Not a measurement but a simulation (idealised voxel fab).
Process module, titled voxel capacitor over wiring
cross-section cut | 140 nm wide | cells 5 nm
Reading order for cross-sections: top band down to bottom band. Underlying form: a grid of square cells. Band size: one or more rows of cells.
It is stipulated that each band's entry specify, in nanometres, the height of the top of the band and then that of its bottom, followed by the materials of the band in left-to-right sequence, each together with its width in nanometres. A single material marked by the word "throughout" is understood to fill the band from edge to edge; the word "blank" is understood to denote empty space.
Where do heights start? At 0: under that level the wafer as delivered is made of one material only. And the lowest band has no floor; it just carries on downward, as in "0 -> down".
You'd read "30..40" like this: the band's top row of cells is as wide as the first number, its bottom row is as wide as the second, and going down, every row changes width by the same amount as the row before did.
Step note "nothing was modified" = no cross-section cell changed.
In the "Voids, fully enclosed" entry, you get each enclosed empty space of 8 cells or more, one with no open way to the top, written width x height at distance, distance from the left edge, in nm.
Text after the settings on a step's line: the simulator's own remark on that step.
overlay nm: how far to the right of its planned place the mask lay on this masked step (negative: to the left).

SO HERE'S THE LINEUP OF PROCESS STEPS WE PLANNED
| 1 | RECEIVE: material Si |
| 2 | CONFORMAL_DEP: material SiO2, thk nm 10 |
| 3 | CONFORMAL_DEP: material SiN, thk nm 5 |
| 4 | DIRECTIONAL_DEP: material SiO2, thk nm 15 |
| 5 | DIRECTIONAL_DEP: material aC, thk nm 10 |
| 6 | PATTERN: tone open, mask id METAL_1, material resist, width nm 25, pitch nm 80, thk nm 25, overlay nm 0 |
| 7 | DIRECTIONAL_ETCH: etch materials aC, depth nm 10 |
| 8 | STRIP: etch materials resist |
| 9 | DIRECTIONAL_ETCH: etch materials SiO2, depth nm 15 |
| 10 | DIRECTIONAL_ETCH: etch materials SiN, depth nm 5 |
| 11 | STRIP: etch materials aC |
| 12 | CONFORMAL_DEP: material TiN, thk nm 5 |
| 13 | FILL_DEP: material W, thk nm 10 |
| 14 | CMP: height nm 30 |
| 15 | EPI: material Ru, thk nm 5 |
| 16 | FILL_DEP: material SiCN, thk nm 5 |
| 17 | DIRECTIONAL_DEP: material SiO2, thk nm 20 |
| 18 | DIRECTIONAL_DEP: material aC, thk nm 15 |
| 19 | PATTERN: tone open, mask id PLUG_1, material resist, width nm 15, thk nm 30, overlay nm 0 |
| 20 | DIRECTIONAL_ETCH: etch materials aC, depth nm 15 |
| 21 | STRIP: etch materials resist |
| 22 | DIRECTIONAL_ETCH: etch materials SiO2, depth nm 20 |
| 23 | DIRECTIONAL_ETCH: etch materials SiCN, depth nm 5 |
| 24 | STRIP: etch materials aC |
| 25 | EPI: material Ru, thk nm 10 |
| 26 | EPI: material Ru, thk nm 10 |
| 27 | EPI: material Ru, thk nm 5 |
| 28 | DIRECTIONAL_DEP: material TiN, thk nm 10 |
| 29 | DIRECTIONAL_DEP: material SiN, thk nm 5 |
| 30 | DIRECTIONAL_DEP: material TiN, thk nm 10 |
| 31 | DIRECTIONAL_DEP: material aC, thk nm 15 |
| 32 | PATTERN: tone cover, mask id UPPER_PLATE, material resist, width nm 60, thk nm 35, overlay nm 0 |
| 33 | DIRECTIONAL_ETCH: etch materials aC, depth nm 15 |
| 34 | STRIP: etch materials resist |
| 35 | DIRECTIONAL_ETCH: etch materials TiN, depth nm 10 |
| 36 | DIRECTIONAL_ETCH: etch materials SiN, depth nm 5 |
| 37 | STRIP: etch materials aC |
| 38 | DIRECTIONAL_DEP: material aC, thk nm 15 |
| 39 | PATTERN: tone cover, mask id LOWER_PLATE, material resist, width nm 70, thk nm 30, overlay nm 0 |
| 40 | DIRECTIONAL_ETCH: etch materials aC, depth nm 15 |
| 41 | STRIP: etch materials resist |
| 42 | DIRECTIONAL_ETCH: etch materials TiN, depth nm 10 |
| 43 | STRIP: etch materials aC |
| 44 | FILL_DEP: material SiO2, thk nm 15 |
| 45 | CMP: height nm 95 |
| 46 | DIRECTIONAL_DEP: material aC, thk nm 15 |
| 47 | PATTERN: tone open, mask id PLUG_2, material resist, width nm 15, thk nm 35, overlay nm 0 |
| 48 | DIRECTIONAL_ETCH: etch materials aC, depth nm 15 |
| 49 | STRIP: etch materials resist |
| 50 | DIRECTIONAL_ETCH: etch materials SiO2, depth nm 10 |
| 51 | STRIP: etch materials aC |
| 52 | CONFORMAL_DEP: material TiN, thk nm 5 |
| 53 | FILL_DEP: material Cu, thk nm 5 |
| 54 | CMP: height nm 95 |
| 55 | CONFORMAL_DEP: material SiCN, thk nm 5 |

FIRST WAFER, AS PLANNED

INCOMING WAFER IN CROSS-SECTION (STATE: AFTER STEP 1)
  0 -> down | Si throughout
  Voids, fully enclosed: none

YOU'RE LOOKING AT A CROSS-SECTION OF THE WAFER AFTER STEP 2
  10 -> 0 | SiO2 throughout
  Rest of section, below 0: as before.

YOU'RE LOOKING AT A CROSS-SECTION OF THE WAFER AFTER STEP 3
  15 -> 10 | SiN throughout
  Rest of section, below 10: as before.

YOU'RE LOOKING AT A CROSS-SECTION OF THE WAFER AFTER STEP 4
  30 -> 15 | SiO2 throughout
  Rest of section, below 15: as before.

YOU'RE LOOKING AT A CROSS-SECTION OF THE WAFER AFTER STEP 5
  40 -> 30 | aC throughout
  Rest of section, below 30: as before.

YOU'RE LOOKING AT A CROSS-SECTION OF THE WAFER AFTER STEP 6
  65 -> 40 | resist 15, then blank 25, then resist 55, then blank 25, then resist 20
  Rest of section, below 40: as before.

YOU'RE LOOKING AT A CROSS-SECTION OF THE WAFER AFTER STEP 7
  55 -> 40 | resist 15, then blank 25, then resist 55, then blank 25, then resist 20
  40 -> 30 | aC 15, then blank 25, then aC 55, then blank 25, then aC 20
  Rest of section, below 30: as before.

YOU'RE LOOKING AT A CROSS-SECTION OF THE WAFER AFTER STEP 8
  40 -> 30 | aC 15, then blank 25, then aC 55, then blank 25, then aC 20
  Rest of section, below 30: as before.

YOU'RE LOOKING AT A CROSS-SECTION OF THE WAFER AFTER STEP 9
  40 -> 30 | aC 15, then blank 25, then aC 55, then blank 25, then aC 20
  30 -> 15 | SiO2 15, then blank 25, then SiO2 55, then blank 25, then SiO2 20
  Rest of section, below 15: as before.

YOU'RE LOOKING AT A CROSS-SECTION OF THE WAFER AFTER STEP 10
  40 -> 30 | aC 15, then blank 25, then aC 55, then blank 25, then aC 20
  30 -> 15 | SiO2 15, then blank 25, then SiO2 55, then blank 25, then SiO2 20
  15 -> 10 | SiN 15, then blank 25, then SiN 55, then blank 25, then SiN 20
  Rest of section, below 10: as before.

YOU'RE LOOKING AT A CROSS-SECTION OF THE WAFER AFTER STEP 11
  30 -> 15 | SiO2 15, then blank 25, then SiO2 55, then blank 25, then SiO2 20
  Rest of section, below 15: as before.

YOU'RE LOOKING AT A CROSS-SECTION OF THE WAFER AFTER STEP 12
  35 -> 30 | TiN 20, then blank 15, then TiN 65, then blank 15, then TiN 25
  30 -> 15 | SiO2 15, then TiN 5, then blank 15, then TiN 5, then SiO2 55, then TiN 5, then blank 15, then TiN 5, then SiO2 20
  15 -> 10 | SiN 15, then TiN 25, then SiN 55, then TiN 25, then SiN 20
  Rest of section, below 10: as before.

YOU'RE LOOKING AT A CROSS-SECTION OF THE WAFER AFTER STEP 13
  45 -> 35 | W throughout
  35 -> 30 | TiN 20, then W 15, then TiN 65, then W 15, then TiN 25
  30 -> 15 | SiO2 15, then TiN 5, then W 15, then TiN 5, then SiO2 55, then TiN 5, then W 15, then TiN 5, then SiO2 20
  Rest of section, below 15: as before.

YOU'RE LOOKING AT A CROSS-SECTION OF THE WAFER AFTER STEP 14
  30 -> 15 | SiO2 15, then TiN 5, then W 15, then TiN 5, then SiO2 55, then TiN 5, then W 15, then TiN 5, then SiO2 20
  Rest of section, below 15: as before.

YOU'RE LOOKING AT A CROSS-SECTION OF THE WAFER AFTER STEP 15
  35 -> 30 | blank 10, then Ru 35, then blank 45, then Ru 35, then blank 15
  Rest of section, below 30: as before.

YOU'RE LOOKING AT A CROSS-SECTION OF THE WAFER AFTER STEP 16
  40 -> 35 | SiCN throughout
  35 -> 30 | SiCN 10, then Ru 35, then SiCN 45, then Ru 35, then SiCN 15
  Rest of section, below 30: as before.

YOU'RE LOOKING AT A CROSS-SECTION OF THE WAFER AFTER STEP 17
  60 -> 40 | SiO2 throughout
  Rest of section, below 40: as before.

YOU'RE LOOKING AT A CROSS-SECTION OF THE WAFER AFTER STEP 18
  75 -> 60 | aC throughout
  Rest of section, below 60: as before.

YOU'RE LOOKING AT A CROSS-SECTION OF THE WAFER AFTER STEP 19
  105 -> 75 | resist 25, then blank 15, then resist 100
  Rest of section, below 75: as before.

YOU'RE LOOKING AT A CROSS-SECTION OF THE WAFER AFTER STEP 20
  90 -> 75 | resist 25, then blank 15, then resist 100
  75 -> 60 | aC 25, then blank 15, then aC 100
  Rest of section, below 60: as before.

YOU'RE LOOKING AT A CROSS-SECTION OF THE WAFER AFTER STEP 21
  75 -> 60 | aC 25, then blank 15, then aC 100
  Rest of section, below 60: as before.

YOU'RE LOOKING AT A CROSS-SECTION OF THE WAFER AFTER STEP 22
  75 -> 60 | aC 25, then blank 15, then aC 100
  60 -> 40 | SiO2 25, then blank 15, then SiO2 100
  Rest of section, below 40: as before.

YOU'RE LOOKING AT A CROSS-SECTION OF THE WAFER AFTER STEP 23
  75 -> 60 | aC 25, then blank 15, then aC 100
  60 -> 40 | SiO2 25, then blank 15, then SiO2 100
  40 -> 35 | SiCN 25, then blank 15, then SiCN 100
  Rest of section, below 35: as before.

YOU'RE LOOKING AT A CROSS-SECTION OF THE WAFER AFTER STEP 24
  60 -> 40 | SiO2 25, then blank 15, then SiO2 100
  Rest of section, below 40: as before.

YOU'RE LOOKING AT A CROSS-SECTION OF THE WAFER AFTER STEP 25
  60 -> 45 | SiO2 25, then blank 15, then SiO2 100
  45 -> 40 | SiO2 25, then Ru 15, then SiO2 100
  40 -> 35 | SiCN 25, then Ru 15, then SiCN 100
  Rest of section, below 35: as before.

YOU'RE LOOKING AT A CROSS-SECTION OF THE WAFER AFTER STEP 26
  60 -> 55 | SiO2 25, then blank 15, then SiO2 100
  55 -> 40 | SiO2 25, then Ru 15, then SiO2 100
  Rest of section, below 40: as before.

YOU'RE LOOKING AT A CROSS-SECTION OF THE WAFER AFTER STEP 27
  60 -> 40 | SiO2 25, then Ru 15, then SiO2 100
  Rest of section, below 40: as before.

YOU'RE LOOKING AT A CROSS-SECTION OF THE WAFER AFTER STEP 28
  70 -> 60 | TiN throughout
  Rest of section, below 60: as before.

YOU'RE LOOKING AT A CROSS-SECTION OF THE WAFER AFTER STEP 29
  75 -> 70 | SiN throughout
  Rest of section, below 70: as before.

YOU'RE LOOKING AT A CROSS-SECTION OF THE WAFER AFTER STEP 30
  85 -> 75 | TiN throughout
  Rest of section, below 75: as before.

YOU'RE LOOKING AT A CROSS-SECTION OF THE WAFER AFTER STEP 31
  100 -> 85 | aC throughout
  Rest of section, below 85: as before.

YOU'RE LOOKING AT A CROSS-SECTION OF THE WAFER AFTER STEP 32
  135 -> 100 | blank 25, then resist 60, then blank 55
  Rest of section, below 100: as before.

YOU'RE LOOKING AT A CROSS-SECTION OF THE WAFER AFTER STEP 33
  120 -> 100 | blank 25, then resist 60, then blank 55
  100 -> 85 | blank 25, then aC 60, then blank 55
  Rest of section, below 85: as before.

YOU'RE LOOKING AT A CROSS-SECTION OF THE WAFER AFTER STEP 34
  100 -> 85 | blank 25, then aC 60, then blank 55
  Rest of section, below 85: as before.

YOU'RE LOOKING AT A CROSS-SECTION OF THE WAFER AFTER STEP 35
  100 -> 85 | blank 25, then aC 60, then blank 55
  85 -> 75 | blank 25, then TiN 60, then blank 55
  Rest of section, below 75: as before.

YOU'RE LOOKING AT A CROSS-SECTION OF THE WAFER AFTER STEP 36
  100 -> 85 | blank 25, then aC 60, then blank 55
  85 -> 75 | blank 25, then TiN 60, then blank 55
  75 -> 70 | blank 25, then SiN 60, then blank 55
  Rest of section, below 70: as before.

YOU'RE LOOKING AT A CROSS-SECTION OF THE WAFER AFTER STEP 37
  85 -> 75 | blank 25, then TiN 60, then blank 55
  Rest of section, below 75: as before.

YOU'RE LOOKING AT A CROSS-SECTION OF THE WAFER AFTER STEP 38
  100 -> 85 | blank 25, then aC 60, then blank 55
  85 -> 75 | aC 25, then TiN 60, then aC 55
  75 -> 70 | aC 25, then SiN 60, then aC 55
  Rest of section, below 70: as before.

YOU'RE LOOKING AT A CROSS-SECTION OF THE WAFER AFTER STEP 39
  130 -> 100 | blank 20, then resist 70, then blank 50
  100 -> 85 | blank 20, then resist 5, then aC 60, then resist 5, then blank 50
  Rest of section, below 85: as before.

YOU'RE LOOKING AT A CROSS-SECTION OF THE WAFER AFTER STEP 40
  115 -> 100 | blank 20, then resist 70, then blank 50
  100 -> 85 | blank 20, then resist 5, then aC 60, then resist 5, then blank 50
  85 -> 75 | blank 20, then aC 5, then TiN 60, then aC 5, then blank 50
  75 -> 70 | blank 20, then aC 5, then SiN 60, then aC 5, then blank 50
  Rest of section, below 70: as before.

YOU'RE LOOKING AT A CROSS-SECTION OF THE WAFER AFTER STEP 41
  100 -> 85 | blank 25, then aC 60, then blank 55
  Rest of section, below 85: as before.

YOU'RE LOOKING AT A CROSS-SECTION OF THE WAFER AFTER STEP 42
  100 -> 85 | blank 25, then aC 60, then blank 55
  85 -> 75 | blank 20, then aC 5, then TiN 60, then aC 5, then blank 50
  75 -> 70 | blank 20, then aC 5, then SiN 60, then aC 5, then blank 50
  70 -> 60 | blank 20, then TiN 70, then blank 50
  Rest of section, below 60: as before.

YOU'RE LOOKING AT A CROSS-SECTION OF THE WAFER AFTER STEP 43
  85 -> 75 | blank 25, then TiN 60, then blank 55
  75 -> 70 | blank 25, then SiN 60, then blank 55
  Rest of section, below 70: as before.

YOU'RE LOOKING AT A CROSS-SECTION OF THE WAFER AFTER STEP 44
  100 -> 85 | SiO2 throughout
  85 -> 75 | SiO2 25, then TiN 60, then SiO2 55
  75 -> 70 | SiO2 25, then SiN 60, then SiO2 55
  70 -> 60 | SiO2 20, then TiN 70, then SiO2 50
  Rest of section, below 60: as before.

YOU'RE LOOKING AT A CROSS-SECTION OF THE WAFER AFTER STEP 45
  95 -> 85 | SiO2 throughout
  Rest of section, below 85: as before.

YOU'RE LOOKING AT A CROSS-SECTION OF THE WAFER AFTER STEP 46
  110 -> 95 | aC throughout
  Rest of section, below 95: as before.

YOU'RE LOOKING AT A CROSS-SECTION OF THE WAFER AFTER STEP 47
  145 -> 110 | resist 35, then blank 15, then resist 90
  Rest of section, below 110: as before.

YOU'RE LOOKING AT A CROSS-SECTION OF THE WAFER AFTER STEP 48
  130 -> 110 | resist 35, then blank 15, then resist 90
  110 -> 95 | aC 35, then blank 15, then aC 90
  Rest of section, below 95: as before.

YOU'RE LOOKING AT A CROSS-SECTION OF THE WAFER AFTER STEP 49
  110 -> 95 | aC 35, then blank 15, then aC 90
  Rest of section, below 95: as before.

YOU'RE LOOKING AT A CROSS-SECTION OF THE WAFER AFTER STEP 50
  110 -> 95 | aC 35, then blank 15, then aC 90
  95 -> 85 | SiO2 35, then blank 15, then SiO2 90
  Rest of section, below 85: as before.

YOU'RE LOOKING AT A CROSS-SECTION OF THE WAFER AFTER STEP 51
  95 -> 85 | SiO2 35, then blank 15, then SiO2 90
  Rest of section, below 85: as before.

YOU'RE LOOKING AT A CROSS-SECTION OF THE WAFER AFTER STEP 52
  100 -> 95 | TiN 40, then blank 5, then TiN 95
  95 -> 90 | SiO2 35, then TiN 5, then blank 5, then TiN 5, then SiO2 90
  90 -> 85 | SiO2 35, then TiN 15, then SiO2 90
  Rest of section, below 85: as before.

YOU'RE LOOKING AT A CROSS-SECTION OF THE WAFER AFTER STEP 53
  105 -> 100 | Cu throughout
  100 -> 95 | TiN 40, then Cu 5, then TiN 95
  95 -> 90 | SiO2 35, then TiN 5, then Cu 5, then TiN 5, then SiO2 90
  Rest of section, below 90: as before.

YOU'RE LOOKING AT A CROSS-SECTION OF THE WAFER AFTER STEP 54
  95 -> 90 | SiO2 35, then TiN 5, then Cu 5, then TiN 5, then SiO2 90
  Rest of section, below 90: as before.

YOU'RE LOOKING AT A CROSS-SECTION OF THE WAFER AFTER STEP 55
  100 -> 95 | SiCN throughout
  Rest of section, below 95: as before.

SECOND WAFER: LIKE START, LIKE PLAN, ONE MISTAKE. THROUGH STEP 2 IT MATCHES THE FIRST WAFER

HERE IS THE SECOND WAFER IN CROSS-SECTION AT THE POINT WHERE STEP 3 OF THE PLAN SHOULD HAVE BEEN DONE
  25 -> 0 | SiO2 throughout
  Rest of section, below 0: as before.

HERE IS THE SECOND WAFER IN CROSS-SECTION AT THE POINT WHERE STEP 4 OF THE PLAN SHOULD HAVE BEEN DONE
  30 -> 25 | SiN throughout
  Rest of section, below 25: as before.

HERE IS THE SECOND WAFER IN CROSS-SECTION AT THE POINT WHERE STEP 5 OF THE PLAN SHOULD HAVE BEEN DONE
  40 -> 30 | aC throughout
  Rest of section, below 30: as before.

HERE IS THE SECOND WAFER IN CROSS-SECTION AT THE POINT WHERE STEP 6 OF THE PLAN SHOULD HAVE BEEN DONE
  65 -> 40 | resist 15, then blank 25, then resist 55, then blank 25, then resist 20
  Rest of section, below 40: as before.

HERE IS THE SECOND WAFER IN CROSS-SECTION AT THE POINT WHERE STEP 7 OF THE PLAN SHOULD HAVE BEEN DONE
  55 -> 40 | resist 15, then blank 25, then resist 55, then blank 25, then resist 20
  40 -> 30 | aC 15, then blank 25, then aC 55, then blank 25, then aC 20
  Rest of section, below 30: as before.

HERE IS THE SECOND WAFER IN CROSS-SECTION AT THE POINT WHERE STEP 8 OF THE PLAN SHOULD HAVE BEEN DONE
  40 -> 30 | aC 15, then blank 25, then aC 55, then blank 25, then aC 20
  Rest of section, below 30: as before.

Here is the second wafer in cross-section at the point where step 9 of the plan should have been done: nothing was modified

HERE IS THE SECOND WAFER IN CROSS-SECTION AT THE POINT WHERE STEP 10 OF THE PLAN SHOULD HAVE BEEN DONE
  40 -> 30 | aC 15, then blank 25, then aC 55, then blank 25, then aC 20
  30 -> 25 | SiN 15, then blank 25, then SiN 55, then blank 25, then SiN 20
  Rest of section, below 25: as before.

HERE IS THE SECOND WAFER IN CROSS-SECTION AT THE POINT WHERE STEP 11 OF THE PLAN SHOULD HAVE BEEN DONE
  30 -> 25 | SiN 15, then blank 25, then SiN 55, then blank 25, then SiN 20
  Rest of section, below 25: as before.

HERE IS THE SECOND WAFER IN CROSS-SECTION AT THE POINT WHERE STEP 12 OF THE PLAN SHOULD HAVE BEEN DONE
  35 -> 30 | TiN 20, then blank 15, then TiN 65, then blank 15, then TiN 25
  30 -> 25 | SiN 15, then TiN 25, then SiN 55, then TiN 25, then SiN 20
  Rest of section, below 25: as before.

HERE IS THE SECOND WAFER IN CROSS-SECTION AT THE POINT WHERE STEP 13 OF THE PLAN SHOULD HAVE BEEN DONE
  45 -> 35 | W throughout
  35 -> 30 | TiN 20, then W 15, then TiN 65, then W 15, then TiN 25
  Rest of section, below 30: as before.

HERE IS THE SECOND WAFER IN CROSS-SECTION AT THE POINT WHERE STEP 14 OF THE PLAN SHOULD HAVE BEEN DONE
  30 -> 25 | SiN 15, then TiN 25, then SiN 55, then TiN 25, then SiN 20
  Rest of section, below 25: as before.

HERE IS THE SECOND WAFER IN CROSS-SECTION AT THE POINT WHERE STEP 15 OF THE PLAN SHOULD HAVE BEEN DONE
  35 -> 30 | blank 10, then Ru 35, then blank 45, then Ru 35, then blank 15
  Rest of section, below 30: as before.

HERE IS THE SECOND WAFER IN CROSS-SECTION AT THE POINT WHERE STEP 16 OF THE PLAN SHOULD HAVE BEEN DONE
  40 -> 35 | SiCN throughout
  35 -> 30 | SiCN 10, then Ru 35, then SiCN 45, then Ru 35, then SiCN 15
  Rest of section, below 30: as before.

HERE IS THE SECOND WAFER IN CROSS-SECTION AT THE POINT WHERE STEP 17 OF THE PLAN SHOULD HAVE BEEN DONE
  60 -> 40 | SiO2 throughout
  Rest of section, below 40: as before.

HERE IS THE SECOND WAFER IN CROSS-SECTION AT THE POINT WHERE STEP 18 OF THE PLAN SHOULD HAVE BEEN DONE
  75 -> 60 | aC throughout
  Rest of section, below 60: as before.

HERE IS THE SECOND WAFER IN CROSS-SECTION AT THE POINT WHERE STEP 19 OF THE PLAN SHOULD HAVE BEEN DONE
  105 -> 75 | resist 25, then blank 15, then resist 100
  Rest of section, below 75: as before.

HERE IS THE SECOND WAFER IN CROSS-SECTION AT THE POINT WHERE STEP 20 OF THE PLAN SHOULD HAVE BEEN DONE
  90 -> 75 | resist 25, then blank 15, then resist 100
  75 -> 60 | aC 25, then blank 15, then aC 100
  Rest of section, below 60: as before.

HERE IS THE SECOND WAFER IN CROSS-SECTION AT THE POINT WHERE STEP 21 OF THE PLAN SHOULD HAVE BEEN DONE
  75 -> 60 | aC 25, then blank 15, then aC 100
  Rest of section, below 60: as before.

HERE IS THE SECOND WAFER IN CROSS-SECTION AT THE POINT WHERE STEP 22 OF THE PLAN SHOULD HAVE BEEN DONE
  75 -> 60 | aC 25, then blank 15, then aC 100
  60 -> 40 | SiO2 25, then blank 15, then SiO2 100
  Rest of section, below 40: as before.

HERE IS THE SECOND WAFER IN CROSS-SECTION AT THE POINT WHERE STEP 23 OF THE PLAN SHOULD HAVE BEEN DONE
  75 -> 60 | aC 25, then blank 15, then aC 100
  60 -> 40 | SiO2 25, then blank 15, then SiO2 100
  40 -> 35 | SiCN 25, then blank 15, then SiCN 100
  Rest of section, below 35: as before.

HERE IS THE SECOND WAFER IN CROSS-SECTION AT THE POINT WHERE STEP 24 OF THE PLAN SHOULD HAVE BEEN DONE
  60 -> 40 | SiO2 25, then blank 15, then SiO2 100
  Rest of section, below 40: as before.

HERE IS THE SECOND WAFER IN CROSS-SECTION AT THE POINT WHERE STEP 25 OF THE PLAN SHOULD HAVE BEEN DONE
  60 -> 45 | SiO2 25, then blank 15, then SiO2 100
  45 -> 40 | SiO2 25, then Ru 15, then SiO2 100
  40 -> 35 | SiCN 25, then Ru 15, then SiCN 100
  Rest of section, below 35: as before.

HERE IS THE SECOND WAFER IN CROSS-SECTION AT THE POINT WHERE STEP 26 OF THE PLAN SHOULD HAVE BEEN DONE
  60 -> 55 | SiO2 25, then blank 15, then SiO2 100
  55 -> 40 | SiO2 25, then Ru 15, then SiO2 100
  Rest of section, below 40: as before.

HERE IS THE SECOND WAFER IN CROSS-SECTION AT THE POINT WHERE STEP 27 OF THE PLAN SHOULD HAVE BEEN DONE
  60 -> 40 | SiO2 25, then Ru 15, then SiO2 100
  Rest of section, below 40: as before.

HERE IS THE SECOND WAFER IN CROSS-SECTION AT THE POINT WHERE STEP 28 OF THE PLAN SHOULD HAVE BEEN DONE
  70 -> 60 | TiN throughout
  Rest of section, below 60: as before.

HERE IS THE SECOND WAFER IN CROSS-SECTION AT THE POINT WHERE STEP 29 OF THE PLAN SHOULD HAVE BEEN DONE
  75 -> 70 | SiN throughout
  Rest of section, below 70: as before.

HERE IS THE SECOND WAFER IN CROSS-SECTION AT THE POINT WHERE STEP 30 OF THE PLAN SHOULD HAVE BEEN DONE
  85 -> 75 | TiN throughout
  Rest of section, below 75: as before.

HERE IS THE SECOND WAFER IN CROSS-SECTION AT THE POINT WHERE STEP 31 OF THE PLAN SHOULD HAVE BEEN DONE
  100 -> 85 | aC throughout
  Rest of section, below 85: as before.

HERE IS THE SECOND WAFER IN CROSS-SECTION AT THE POINT WHERE STEP 32 OF THE PLAN SHOULD HAVE BEEN DONE
  135 -> 100 | blank 25, then resist 60, then blank 55
  Rest of section, below 100: as before.

HERE IS THE SECOND WAFER IN CROSS-SECTION AT THE POINT WHERE STEP 33 OF THE PLAN SHOULD HAVE BEEN DONE
  120 -> 100 | blank 25, then resist 60, then blank 55
  100 -> 85 | blank 25, then aC 60, then blank 55
  Rest of section, below 85: as before.

HERE IS THE SECOND WAFER IN CROSS-SECTION AT THE POINT WHERE STEP 34 OF THE PLAN SHOULD HAVE BEEN DONE
  100 -> 85 | blank 25, then aC 60, then blank 55
  Rest of section, below 85: as before.

HERE IS THE SECOND WAFER IN CROSS-SECTION AT THE POINT WHERE STEP 35 OF THE PLAN SHOULD HAVE BEEN DONE
  100 -> 85 | blank 25, then aC 60, then blank 55
  85 -> 75 | blank 25, then TiN 60, then blank 55
  Rest of section, below 75: as before.

HERE IS THE SECOND WAFER IN CROSS-SECTION AT THE POINT WHERE STEP 36 OF THE PLAN SHOULD HAVE BEEN DONE
  100 -> 85 | blank 25, then aC 60, then blank 55
  85 -> 75 | blank 25, then TiN 60, then blank 55
  75 -> 70 | blank 25, then SiN 60, then blank 55
  Rest of section, below 70: as before.

HERE IS THE SECOND WAFER IN CROSS-SECTION AT THE POINT WHERE STEP 37 OF THE PLAN SHOULD HAVE BEEN DONE
  85 -> 75 | blank 25, then TiN 60, then blank 55
  Rest of section, below 75: as before.

HERE IS THE SECOND WAFER IN CROSS-SECTION AT THE POINT WHERE STEP 38 OF THE PLAN SHOULD HAVE BEEN DONE
  100 -> 85 | blank 25, then aC 60, then blank 55
  85 -> 75 | aC 25, then TiN 60, then aC 55
  75 -> 70 | aC 25, then SiN 60, then aC 55
  Rest of section, below 70: as before.

HERE IS THE SECOND WAFER IN CROSS-SECTION AT THE POINT WHERE STEP 39 OF THE PLAN SHOULD HAVE BEEN DONE
  130 -> 100 | blank 20, then resist 70, then blank 50
  100 -> 85 | blank 20, then resist 5, then aC 60, then resist 5, then blank 50
  Rest of section, below 85: as before.

HERE IS THE SECOND WAFER IN CROSS-SECTION AT THE POINT WHERE STEP 40 OF THE PLAN SHOULD HAVE BEEN DONE
  115 -> 100 | blank 20, then resist 70, then blank 50
  100 -> 85 | blank 20, then resist 5, then aC 60, then resist 5, then blank 50
  85 -> 75 | blank 20, then aC 5, then TiN 60, then aC 5, then blank 50
  75 -> 70 | blank 20, then aC 5, then SiN 60, then aC 5, then blank 50
  Rest of section, below 70: as before.

HERE IS THE SECOND WAFER IN CROSS-SECTION AT THE POINT WHERE STEP 41 OF THE PLAN SHOULD HAVE BEEN DONE
  100 -> 85 | blank 25, then aC 60, then blank 55
  Rest of section, below 85: as before.

HERE IS THE SECOND WAFER IN CROSS-SECTION AT THE POINT WHERE STEP 42 OF THE PLAN SHOULD HAVE BEEN DONE
  100 -> 85 | blank 25, then aC 60, then blank 55
  85 -> 75 | blank 20, then aC 5, then TiN 60, then aC 5, then blank 50
  75 -> 70 | blank 20, then aC 5, then SiN 60, then aC 5, then blank 50
  70 -> 60 | blank 20, then TiN 70, then blank 50
  Rest of section, below 60: as before.

HERE IS THE SECOND WAFER IN CROSS-SECTION AT THE POINT WHERE STEP 43 OF THE PLAN SHOULD HAVE BEEN DONE
  85 -> 75 | blank 25, then TiN 60, then blank 55
  75 -> 70 | blank 25, then SiN 60, then blank 55
  Rest of section, below 70: as before.

HERE IS THE SECOND WAFER IN CROSS-SECTION AT THE POINT WHERE STEP 44 OF THE PLAN SHOULD HAVE BEEN DONE
  100 -> 85 | SiO2 throughout
  85 -> 75 | SiO2 25, then TiN 60, then SiO2 55
  75 -> 70 | SiO2 25, then SiN 60, then SiO2 55
  70 -> 60 | SiO2 20, then TiN 70, then SiO2 50
  Rest of section, below 60: as before.

HERE IS THE SECOND WAFER IN CROSS-SECTION AT THE POINT WHERE STEP 45 OF THE PLAN SHOULD HAVE BEEN DONE
  95 -> 85 | SiO2 throughout
  Rest of section, below 85: as before.

HERE IS THE SECOND WAFER IN CROSS-SECTION AT THE POINT WHERE STEP 46 OF THE PLAN SHOULD HAVE BEEN DONE
  110 -> 95 | aC throughout
  Rest of section, below 95: as before.

HERE IS THE SECOND WAFER IN CROSS-SECTION AT THE POINT WHERE STEP 47 OF THE PLAN SHOULD HAVE BEEN DONE
  145 -> 110 | resist 35, then blank 15, then resist 90
  Rest of section, below 110: as before.

HERE IS THE SECOND WAFER IN CROSS-SECTION AT THE POINT WHERE STEP 48 OF THE PLAN SHOULD HAVE BEEN DONE
  130 -> 110 | resist 35, then blank 15, then resist 90
  110 -> 95 | aC 35, then blank 15, then aC 90
  Rest of section, below 95: as before.

HERE IS THE SECOND WAFER IN CROSS-SECTION AT THE POINT WHERE STEP 49 OF THE PLAN SHOULD HAVE BEEN DONE
  110 -> 95 | aC 35, then blank 15, then aC 90
  Rest of section, below 95: as before.

HERE IS THE SECOND WAFER IN CROSS-SECTION AT THE POINT WHERE STEP 50 OF THE PLAN SHOULD HAVE BEEN DONE
  110 -> 95 | aC 35, then blank 15, then aC 90
  95 -> 85 | SiO2 35, then blank 15, then SiO2 90
  Rest of section, below 85: as before.

HERE IS THE SECOND WAFER IN CROSS-SECTION AT THE POINT WHERE STEP 51 OF THE PLAN SHOULD HAVE BEEN DONE
  95 -> 85 | SiO2 35, then blank 15, then SiO2 90
  Rest of section, below 85: as before.

HERE IS THE SECOND WAFER IN CROSS-SECTION AT THE POINT WHERE STEP 52 OF THE PLAN SHOULD HAVE BEEN DONE
  100 -> 95 | TiN 40, then blank 5, then TiN 95
  95 -> 90 | SiO2 35, then TiN 5, then blank 5, then TiN 5, then SiO2 90
  90 -> 85 | SiO2 35, then TiN 15, then SiO2 90
  Rest of section, below 85: as before.

HERE IS THE SECOND WAFER IN CROSS-SECTION AT THE POINT WHERE STEP 53 OF THE PLAN SHOULD HAVE BEEN DONE
  105 -> 100 | Cu throughout
  100 -> 95 | TiN 40, then Cu 5, then TiN 95
  95 -> 90 | SiO2 35, then TiN 5, then Cu 5, then TiN 5, then SiO2 90
  Rest of section, below 90: as before.

HERE IS THE SECOND WAFER IN CROSS-SECTION AT THE POINT WHERE STEP 54 OF THE PLAN SHOULD HAVE BEEN DONE
  95 -> 90 | SiO2 35, then TiN 5, then Cu 5, then TiN 5, then SiO2 90
  Rest of section, below 90: as before.

HERE IS THE SECOND WAFER IN CROSS-SECTION AT THE POINT WHERE STEP 55 OF THE PLAN SHOULD HAVE BEEN DONE
  100 -> 95 | SiCN throughout
  Rest of section, below 95: as before.
So what did we get wrong on this run? steps 3 and 4 got flipped, so each one ran where the other should have
Cell-count delta at end, second wafer over first, by material: SiO2 +30; TiN -12; W -18
